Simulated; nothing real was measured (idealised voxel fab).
The process module that follows is named voxel wiring stack.
In the cross-section labelled cut, the width is 210 nm and each square cell is 5 nm.
Cross-sections here: square-cell grids, written as top-down lists of bands, a band being one or more rows of cells.
The band entry comprises the height of the band's top followed by the height of its bottom, expressed in nm, and subsequently the band's materials from left to right, each stated together with its width in nm. Where a single material is marked with the word "all across", that material fills the band from edge to edge. The word "blank" represents empty space.
Beneath 0, the wafer as received is one material, and that level is where height counting begins. The lowest band goes on downward without a bottom; it is written like "0..down".
A width given as "30 to 40" starts at the first number in the band's top row and ends at the second number in its bottom row, shifting by an equal amount at every step from row to row.
"everything unchanged" -> step changed no cross-section cell.
"Sealed void list" specifies each empty space that is not open to the top and that occupies no fewer than 8 cells, using the form width x height at distance, the distance measured from the left edge and all three quantities in nm.
What comes after the settings on a step's line is commentary from the simulator itself on that step.
overlay nm: for a step with a mask, the amount by which the mask lay right of where it was planned; a negative amount means left of it.
# Planned step list for the process
1. RECEIVE,material Si
2. CONFORMAL_DEP,material SiO2,thk nm 15
3. DIRECTIONAL_DEP,material TiN,thk nm 5
4. DIRECTIONAL_DEP,material W,thk nm 20
5. MASKED_ETCH,tone cover,mask id METAL_1,width nm 20,pitch nm 35,etch materials W,depth nm 20,overlay nm 0
6. MASKED_ETCH,tone cover,mask id METAL_1,width nm 20,pitch nm 35,etch materials TiN,depth nm 5,overlay nm 0
7. CONFORMAL_DEP,material SiN,thk nm 5
8. FILL_DEP,material SiO2,thk nm 5
9. CMP,height nm 40
10. CONFORMAL_DEP,material SiCN,thk nm 5
11. DIRECTIONAL_DEP,material SiO2,thk nm 35
12. MASKED_ETCH,tone open,mask id METAL_2,width nm 20,pitch nm 35,etch materials SiO2,depth nm 20,overlay nm 0
13. MASKED_ETCH,tone open,mask id METAL_2_HOLES,width nm 15,etch materials SiO2,depth nm 15,overlay nm 0
14. MASKED_ETCH,tone open,mask id METAL_2_HOLES,width nm 15,etch materials SiCN,depth nm 5,overlay nm 0
15. CONFORMAL_DEP,material TiN,thk nm 5
16. FILL_DEP,material Cu,thk nm 5
17. CMP,height nm 80
18. CONFORMAL_DEP,material SiCN,thk nm 5
19. DIRECTIONAL_DEP,material SiO2,thk nm 10
20. MASKED_ETCH,tone open,mask id PLUG_2,width nm 15,pitch nm 35,etch materials SiO2,depth nm 10,overlay nm 0
21. MASKED_ETCH,tone open,mask id PLUG_2,width nm 15,pitch nm 35,etch materials SiCN,depth nm 5,overlay nm 0
22. EPI,material Ru,thk nm 10
23. EPI,material Ru,thk nm 5
24. CONFORMAL_DEP,material SiN,thk nm 5
25. DIRECTIONAL_DEP,material SiO2,thk nm 15
26. PATTERN,tone open,mask id METAL_3,material resist,width nm 20,pitch nm 35,thk nm 20,overlay nm 0
27. DIRECTIONAL_ETCH,etch materials SiO2,depth nm 15
28. DIRECTIONAL_ETCH,etch materials SiN,depth nm 5
29. STRIP,etch materials resist
30. CONFORMAL_DEP,material TiN,thk nm 5
31. FILL_DEP,material W,thk nm 10
32. CMP,height nm 115
33. CONFORMAL_DEP,material SiCN,thk nm 5
34. DIRECTIONAL_DEP,material SiO2,thk nm 35
35. PATTERN,tone open,mask id METAL_4,material resist,width nm 20,pitch nm 35,thk nm 20,overlay nm 0
36. DIRECTIONAL_ETCH,etch materials SiO2,depth nm 20
37. STRIP,etch materials resist
38. DIRECTIONAL_DEP,material aC,thk nm 10
39. PATTERN,tone open,mask id METAL_4_HOLES,material resist,width nm 15,pitch nm 35,thk nm 25,overlay nm 0
40. DIRECTIONAL_ETCH,etch materials aC,depth nm 10
41. STRIP,etch materials resist
42. DIRECTIONAL_ETCH,etch materials SiO2,depth nm 15
43. DIRECTIONAL_ETCH,etch materials SiCN,depth nm 5
44. STRIP,etch materials aC
45. CONFORMAL_DEP,material TiN,thk nm 5
46. FILL_DEP,material Cu,thk nm 10
47. CMP,height nm 155
48. CONFORMAL_DEP,material SiCN,thk nm 5
# Delivered wafer in cross-section: state after step 1
0..down | Si all across
Sealed void list: none
# Starting structure and process plan are as shown above, but one mistake was made in running the module; the wafer cross-section at the end of the module follows
160..155 | SiCN all across
155..120 | 75 of SiO2 / 5 of TiN / 10 of Cu / 5 of TiN / 15 of SiO2 / 5 of TiN / 10 of Cu / 5 of TiN / 80 of SiO2
120..115 | 75 of SiCN / 20 of TiN / 15 of SiCN / 20 of TiN / 80 of SiCN
115..100 | 75 of SiO2 / 5 of TiN / 10 of W / 5 of TiN / 15 of SiO2 / 5 of TiN / 10 of W / 5 of TiN / 80 of SiO2
100..95 | 75 of SiN / 20 of TiN / 15 of SiN / 20 of TiN / 80 of SiN
95..85 | 75 of SiO2 / 15 of Ru / 20 of SiO2 / 15 of Ru / 85 of SiO2
85..80 | 75 of SiCN / 15 of Ru / 20 of SiCN / 15 of Ru / 85 of SiCN
80..65 | 75 of SiO2 / 5 of TiN / 10 of Cu / 5 of TiN / 15 of SiO2 / 5 of TiN / 10 of Cu / 5 of TiN / 80 of SiO2
65..60 | 75 of SiO2 / 5 of TiN / 5 of Cu / 10 of TiN / 15 of SiO2 / 20 of TiN / 80 of SiO2
60..45 | 75 of SiO2 / 5 of TiN / 5 of Cu / 5 of TiN / 120 of SiO2
45..40 | 75 of SiCN / 15 of TiN / 120 of SiCN
40..20 | 70 of SiO2 / 5 of SiN / 20 of W / 5 of SiN / 5 of SiO2 / 5 of SiN / 20 of W / 5 of SiN / 75 of SiO2
20..15 | 75 of SiN / 20 of TiN / 15 of SiN / 20 of TiN / 80 of SiN
15..0 | SiO2 all across
0..down | Si all across
Sealed void list: none
Deviation from plan: step 39 ran differently from the plan; actual operation with settings: PATTERN,tone open,mask id METAL_4_HOLES,material resist,width nm 20,pitch nm 35,thk nm 25,overlay nm 0
